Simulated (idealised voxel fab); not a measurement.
process module | voxel transistor to metal
cross-section cut | 175 nm wide | cells 5 nm
A cross-section is a grid of square cells, given in bands from the top down. A band is one or more rows of cells.
Each band's line starts with the height of the band's top and of its bottom, in nm. Then come its materials from left to right, each with its width in nm. One material with "throughout" fills the band from edge to edge. "air" is empty space.
Height 0 is the level under which the wafer as received is all one material. The lowest band goes on downwards, as in "0 down".
A width such as "30 to 40" changes by the same amount from each row of cells to the next, from the band's top row to its bottom row.
"no change" after a step means that no cell of the cross-section changed.
closed voids: empty space of 8 cells or more with no open way to the top, each as width x height at its distance from the left edge, in nm
after a step's settings: what the simulator itself notes on the step
overlay nm, on a step with a mask: how far to the right of its planned place the mask lay; to the left if negative
plan
1 op RECEIVE | material Si
2 op OXIDIZE | depth nm 5
3 op CONFORMAL_DEP | material SiN | thk nm 15
4 op MASKED_ETCH | tone cover | mask id ACTIVE | width nm 135 | etch materials SiN | depth nm 15 | overlay nm 0
5 op MASKED_ETCH | tone cover | mask id ACTIVE | width nm 135 | etch materials SiO2 | depth nm 5 | overlay nm 0
6 op MASKED_ETCH | tone cover | mask id ACTIVE | width nm 135 | etch materials Si | depth nm 30 | overlay nm 0
7 op FILL_DEP | material SiO2 | thk nm 10
8 op CMP | height nm 15
9 op SELECTIVE_ETCH | etch materials SiO2 | depth nm 5
10 op STRIP | etch materials SiN
11 op SELECTIVE_ETCH | etch materials SiO2 | depth nm 5
12 op OXIDIZE | depth nm 5
13 op DIRECTIONAL_DEP | material polySi | thk nm 25
14 op DIRECTIONAL_DEP | material SiCN | thk nm 15
15 op PATTERN | tone cover | mask id GATE | material resist | width nm 35 | thk nm 20 | overlay nm 0
16 op DIRECTIONAL_ETCH | etch materials SiCN | depth nm 25
17 op DIRECTIONAL_ETCH | etch materials polySi | depth nm 35
18 op STRIP | etch materials resist
19 op CONFORMAL_DEP | material SiO2 | thk nm 5
20 op DIRECTIONAL_ETCH | etch materials SiO2 | depth nm 5
21 op CONFORMAL_DEP | material SiN | thk nm 5
22 op DIRECTIONAL_ETCH | etch materials SiN | depth nm 5
23 op DIRECTIONAL_ETCH | etch materials SiO2 | depth nm 5
24 op DIRECTIONAL_ETCH | etch materials Si | depth nm 5
25 op EPI | material SiGe | thk nm 10
26 op FILL_DEP | material SiO2 | thk nm 10
27 op CMP | height nm 20
28 op STRIP | etch materials polySi
29 op SELECTIVE_ETCH | etch materials SiO2 | depth nm 5
30 op CONFORMAL_DEP | material HfO2 | thk nm 5
31 op CONFORMAL_DEP | material TiN | thk nm 5
32 op FILL_DEP | material W | thk nm 5
33 op CMP | height nm 15
34 op DIRECTIONAL_DEP | material SiO2 | thk nm 10
35 op MASKED_ETCH | tone open | mask id CONTACT | width nm 20 | pitch nm 95 | etch materials SiO2 | depth nm 30 | overlay nm 0
36 op CONFORMAL_DEP | material TiN | thk nm 5
37 op FILL_DEP | material Ru | thk nm 10
38 op CMP | height nm 25
39 op DIRECTIONAL_DEP | material TiN | thk nm 5
40 op DIRECTIONAL_DEP | material Ru | thk nm 20
41 op DIRECTIONAL_DEP | material aC | thk nm 10
42 op PATTERN | tone cover | mask id METAL_1 | material resist | width nm 20 | pitch nm 95 | thk nm 30 | overlay nm 0
43 op DIRECTIONAL_ETCH | etch materials aC | depth nm 10
44 op STRIP | etch materials resist
45 op DIRECTIONAL_ETCH | etch materials Ru | depth nm 20
46 op DIRECTIONAL_ETCH | etch materials TiN | depth nm 5
47 op STRIP | etch materials aC
48 op FILL_DEP | material SiO2 | thk nm 5
49 op CMP | height nm 50
50 op CONFORMAL_DEP | material SiCN | thk nm 5
51 op DIRECTIONAL_DEP | material lowk | thk nm 30
52 op MASKED_ETCH | tone open | mask id METAL_2 | width nm 20 | pitch nm 95 | etch materials lowk | depth nm 20 | overlay nm 0
53 op PATTERN | tone open | mask id METAL_2_HOLES | material resist | width nm 15 | pitch nm 95 | thk nm 15 | overlay nm 0
54 op DIRECTIONAL_ETCH | etch materials lowk | depth nm 10
55 op DIRECTIONAL_ETCH | etch materials SiCN | depth nm 5
56 op STRIP | etch materials resist
57 op CONFORMAL_DEP | material TiN | thk nm 5
58 op FILL_DEP | material Cu | thk nm 5
59 op CMP | height nm 85
60 op CONFORMAL_DEP | material SiN | thk nm 5
as received, after step 1
  0 down: Si throughout
  closed voids: none
a wafer at the end: this start, this plan, one mistake
  90 to 85: SiN throughout
  85 to 80: Cu throughout
  80 to 75: TiN 35 | Cu 10 | TiN 85 | Cu 10 | TiN 35
  75 to 55: lowk 30 | TiN 5 | Cu 10 | TiN 5 | lowk 75 | TiN 5 | Cu 10 | TiN 5 | lowk 30
  55 to 50: SiCN 30 | TiN 20 | SiCN 75 | TiN 20 | SiCN 30
  50 to 30: SiO2 30 | Ru 20 | SiO2 75 | Ru 20 | SiO2 30
  30 to 25: SiO2 30 | TiN 20 | SiO2 75 | TiN 20 | SiO2 30
  25 to 15: SiO2 30 | TiN 5 | Ru 10 | TiN 5 | SiO2 75 | TiN 5 | Ru 10 | TiN 5 | SiO2 30
  15 to 5: SiO2 30 | TiN 5 | Ru 10 | TiN 5 | SiO2 10 | SiN 5 | HfO2 5 | TiN 5 | W 25 | TiN 5 | HfO2 5 | SiN 5 | SiO2 10 | TiN 5 | Ru 10 | TiN 5 | SiO2 30
  5 to 0: SiO2 20 | SiN 5 | SiO2 5 | TiN 10 | Ru 5 | TiN 5 | SiO2 10 | SiN 5 | HfO2 5 | TiN 5 | W 25 | TiN 5 | HfO2 5 | SiN 5 | SiO2 10 | TiN 5 | Ru 5 | TiN 10 | SiO2 5 | SiN 5 | SiO2 20
  0 to -5: SiO2 20 | SiN 5 | SiGe 10 | TiN 15 | SiGe 10 | SiN 5 | HfO2 5 | TiN 35 | HfO2 5 | SiN 5 | SiGe 10 | TiN 15 | SiGe 10 | SiN 5 | SiO2 20
  -5 to -10: SiO2 25 | SiGe 35 | SiO2 5 | HfO2 45 | SiO2 5 | SiGe 35 | SiO2 25
  -10 to -15: SiO2 20 | Si 5 | SiGe 35 | Si 55 | SiGe 35 | Si 5 | SiO2 20
  -15 to -35: SiO2 20 | Si 135 | SiO2 20
  -35 down: Si throughout
  closed voids: none
what went wrong: step 53 was left out
